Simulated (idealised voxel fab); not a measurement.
The process module presented herein is designated voxel transistor to metal.
For reference, the cross-section in this document is cut, with width 215 nm and square cells of 5 nm.
Each cross-section below is a grid of square cells, stated as bands in top-down order, with one or more rows of cells making up each band. Top height, bottom height, nm. Materials left to right, width each, nm. Single material + "everywhere" = fills band edge to edge. "empty" = empty. Where do heights start? At 0: under that level the wafer as delivered is made of one material only. And the lowest band has no floor; it just carries on downward, as in "0 nm and below". Note: "30..40" means the width goes from the first number (top row of the band) to the second number (bottom row) in equal steps per row of cells. Any step labelled "no alterations made" changed none of the cells in the cross-section. Voids not open to the top, 8 cells minimum: see "Closed voids list". Written width x height at distance; distance is from the left edge; nm. after a step's settings: what the simulator itself notes on the step. The optional step-line setting "overlay nm" applies to steps with a mask and quantifies how far to the right of its planned location the mask lay, a negative value indicating leftward placement.
### Planned step list for the process
step 1: op RECEIVE | material Si
step 2: op OXIDIZE | depth nm 5
step 3: op CONFORMAL_DEP | material SiN | thk nm 15
step 4: op MASKED_ETCH | tone cover | mask id ACTIVE | width nm 95 | etch materials SiN | depth nm 15 | overlay nm -15
step 5: op MASKED_ETCH | tone cover | mask id ACTIVE | width nm 95 | etch materials SiO2 | depth nm 5 | overlay nm 0
step 6: op MASKED_ETCH | tone cover | mask id ACTIVE | width nm 95 | etch materials Si | depth nm 35 | overlay nm 0
step 7: op OXIDIZE | depth nm 5
step 8: op FILL_DEP | material SiO2 | thk nm 10
step 9: op CMP | height nm 15
step 10: op SELECTIVE_ETCH | etch materials SiO2 | depth nm 5
step 11: op STRIP | etch materials SiN
step 12: op SELECTIVE_ETCH | etch materials SiO2 | depth nm 5
step 13: op OXIDIZE | depth nm 5
step 14: op DIRECTIONAL_DEP | material polySi | thk nm 30
step 15: op DIRECTIONAL_DEP | material SiCN | thk nm 15
step 16: op MASKED_ETCH | tone cover | mask id GATE | width nm 15 | etch materials SiCN | depth nm 25 | overlay nm 0
step 17: op MASKED_ETCH | tone cover | mask id GATE | width nm 15 | etch materials polySi | depth nm 40 | overlay nm 0
step 18: op CONFORMAL_DEP | material SiO2 | thk nm 5
step 19: op DIRECTIONAL_ETCH | etch materials SiO2 | depth nm 5
step 20: op CONFORMAL_DEP | material SiN | thk nm 5
step 21: op DIRECTIONAL_ETCH | etch materials SiN | depth nm 5
step 22: op DIRECTIONAL_ETCH | etch materials SiO2 | depth nm 5
step 23: op DIRECTIONAL_ETCH | etch materials Si | depth nm 15
step 24: op EPI | material SiGe | thk nm 20
step 25: op FILL_DEP | material SiO2 | thk nm 10
step 26: op CMP | height nm 40
step 27: op DIRECTIONAL_DEP | material SiO2 | thk nm 15
step 28: op MASKED_ETCH | tone open | mask id CONTACT | width nm 25 | pitch nm 50 | etch materials SiO2 | depth nm 45 | overlay nm 0
step 29: op CONFORMAL_DEP | material TiN | thk nm 5
step 30: op FILL_DEP | material Ru | thk nm 10
step 31: op CMP | height nm 55
step 32: op CONFORMAL_DEP | material SiN | thk nm 5
step 33: op DIRECTIONAL_DEP | material lowk | thk nm 15
step 34: op PATTERN | tone open | mask id METAL_1 | material resist | width nm 15 | pitch nm 60 | thk nm 20 | overlay nm 0
step 35: op DIRECTIONAL_ETCH | etch materials lowk | depth nm 15
step 36: op DIRECTIONAL_ETCH | etch materials SiN | depth nm 5
step 37: op STRIP | etch materials resist
step 38: op CONFORMAL_DEP | material TiN | thk nm 5
step 39: op FILL_DEP | material W | thk nm 5
step 40: op CMP | height nm 75
step 41: op EPI | material Ru | thk nm 5
step 42: op FILL_DEP | material SiCN | thk nm 5
For clarity, it should be stated that the wafers under discussion commence in an identical condition and differ with respect to the overlay nm of step 4, the plan indicating the value that the first wafer had.
### The first of several wafers in cross-section, exactly as it reached us after step 1
0 nm and below | Si everywhere
Closed voids list: none
### Quick look at the cross-section of the first of several wafers after step 42, which wraps up the module
85 nm to 80 nm | SiCN everywhere
80 nm to 75 nm | 65 SiCN  25 Ru  35 SiCN  25 Ru  65 SiCN
75 nm to 60 nm | 70 lowk  5 TiN  5 W  5 TiN  45 lowk  5 TiN  5 W  5 TiN  70 lowk
60 nm to 55 nm | 70 SiN  15 TiN  45 SiN  15 TiN  70 SiN
55 nm to 45 nm | 70 SiO2  5 TiN  15 Ru  5 TiN  25 SiO2  5 TiN  15 Ru  5 TiN  70 SiO2
45 nm to 40 nm | 70 SiO2  5 TiN  10 Ru  10 TiN  25 SiO2  10 TiN  10 Ru  5 TiN  70 SiO2
40 nm to 25 nm | 70 SiO2  5 TiN  10 Ru  5 TiN  5 SiN  5 SiO2  15 SiCN  5 SiO2  5 SiN  5 TiN  10 Ru  5 TiN  70 SiO2
25 nm to 15 nm | 70 SiO2  5 TiN  10 Ru  5 TiN  5 SiN  5 SiO2  15 polySi  5 SiO2  5 SiN  5 TiN  10 Ru  5 TiN  70 SiO2
15 nm to 10 nm | 70 SiO2  20 TiN  5 SiN  5 SiO2  15 polySi  5 SiO2  5 SiN  20 TiN  70 SiO2
10 nm to 5 nm | 70 SiO2  20 SiGe  5 SiN  5 SiO2  15 polySi  5 SiO2  5 SiN  15 SiGe  75 SiO2
5 nm to -5 nm | 45 SiO2  5 SiN  20 SiO2  20 SiGe  5 SiN  5 SiO2  15 polySi  5 SiO2  5 SiN  10 SiGe  5 SiN  75 SiO2
-5 nm to -10 nm | 50 SiO2  40 SiGe  35 SiO2  10 SiGe  80 SiO2
-10 nm to -25 nm | 50 SiO2  40 SiGe  35 Si  10 SiGe  15 Si  65 SiO2
-25 nm to -45 nm | 50 SiO2  100 Si  65 SiO2
-45 nm and below | Si everywhere
Closed voids list: none
### Last wafer x-sec, end of module
85 nm to 80 nm | SiCN everywhere
80 nm to 75 nm | 65 SiCN  25 Ru  35 SiCN  25 Ru  65 SiCN
75 nm to 60 nm | 70 lowk  5 TiN  5 W  5 TiN  45 lowk  5 TiN  5 W  5 TiN  70 lowk
60 nm to 55 nm | 70 SiN  15 TiN  45 SiN  15 TiN  70 SiN
55 nm to 45 nm | 70 SiO2  5 TiN  15 Ru  5 TiN  25 SiO2  5 TiN  15 Ru  5 TiN  70 SiO2
45 nm to 40 nm | 70 SiO2  5 TiN  10 Ru  10 TiN  25 SiO2  10 TiN  10 Ru  5 TiN  70 SiO2
40 nm to 25 nm | 70 SiO2  5 TiN  10 Ru  5 TiN  5 SiN  5 SiO2  15 SiCN  5 SiO2  5 SiN  5 TiN  10 Ru  5 TiN  70 SiO2
25 nm to 15 nm | 70 SiO2  5 TiN  10 Ru  5 TiN  5 SiN  5 SiO2  15 polySi  5 SiO2  5 SiN  5 TiN  10 Ru  5 TiN  70 SiO2
15 nm to 10 nm | 70 SiO2  20 TiN  5 SiN  5 SiO2  15 polySi  5 SiO2  5 SiN  20 TiN  70 SiO2
10 nm to 5 nm | 75 SiO2  15 SiGe  5 SiN  5 SiO2  15 polySi  5 SiO2  5 SiN  20 SiGe  70 SiO2
5 nm to -5 nm | 75 SiO2  5 SiN  10 SiGe  5 SiN  5 SiO2  15 polySi  5 SiO2  5 SiN  20 SiGe  20 SiO2  5 SiN  45 SiO2
-5 nm to -10 nm | 80 SiO2  10 SiGe  35 SiO2  40 SiGe  50 SiO2
-10 nm to -25 nm | 65 SiO2  15 Si  10 SiGe  35 Si  40 SiGe  50 SiO2
-25 nm to -45 nm | 65 SiO2  100 Si  50 SiO2
-45 nm and below | Si everywhere
Closed voids list: none
### Where each wafer stands at the end of the module, a row apiece: cells of each material gained (+) or lost (-) since it was received, then closed voids
overlay nm -15; +46 Ru; -277 Si; +85 SiCN; +59 SiGe; +59 SiN; +564 SiO2; +60 TiN; +6 W; +111 lowk; +18 polySi; Closed voids list: none
overlay nm -10; +46 Ru; -284 Si; +85 SiCN; +62 SiGe; +59 SiN; +568 SiO2; +60 TiN; +6 W; +111 lowk; +18 polySi; Closed voids list: none
overlay nm -5; +46 Ru; -291 Si; +85 SiCN; +65 SiGe; +59 SiN; +572 SiO2; +60 TiN; +6 W; +111 lowk; +18 polySi; Closed voids list: none
overlay nm 0; +46 Ru; -298 Si; +85 SiCN; +64 SiGe; +59 SiN; +580 SiO2; +60 TiN; +6 W; +111 lowk; +18 polySi; Closed voids list: none
overlay nm 5; +46 Ru; -291 Si; +85 SiCN; +65 SiGe; +59 SiN; +572 SiO2; +60 TiN; +6 W; +111 lowk; +18 polySi; Closed voids list: none
overlay nm 10; +46 Ru; -284 Si; +85 SiCN; +62 SiGe; +59 SiN; +568 SiO2; +60 TiN; +6 W; +111 lowk; +18 polySi; Closed voids list: none
overlay nm 15; +46 Ru; -277 Si; +85 SiCN; +59 SiGe; +59 SiN; +564 SiO2; +60 TiN; +6 W; +111 lowk; +18 polySi; Closed voids list: none
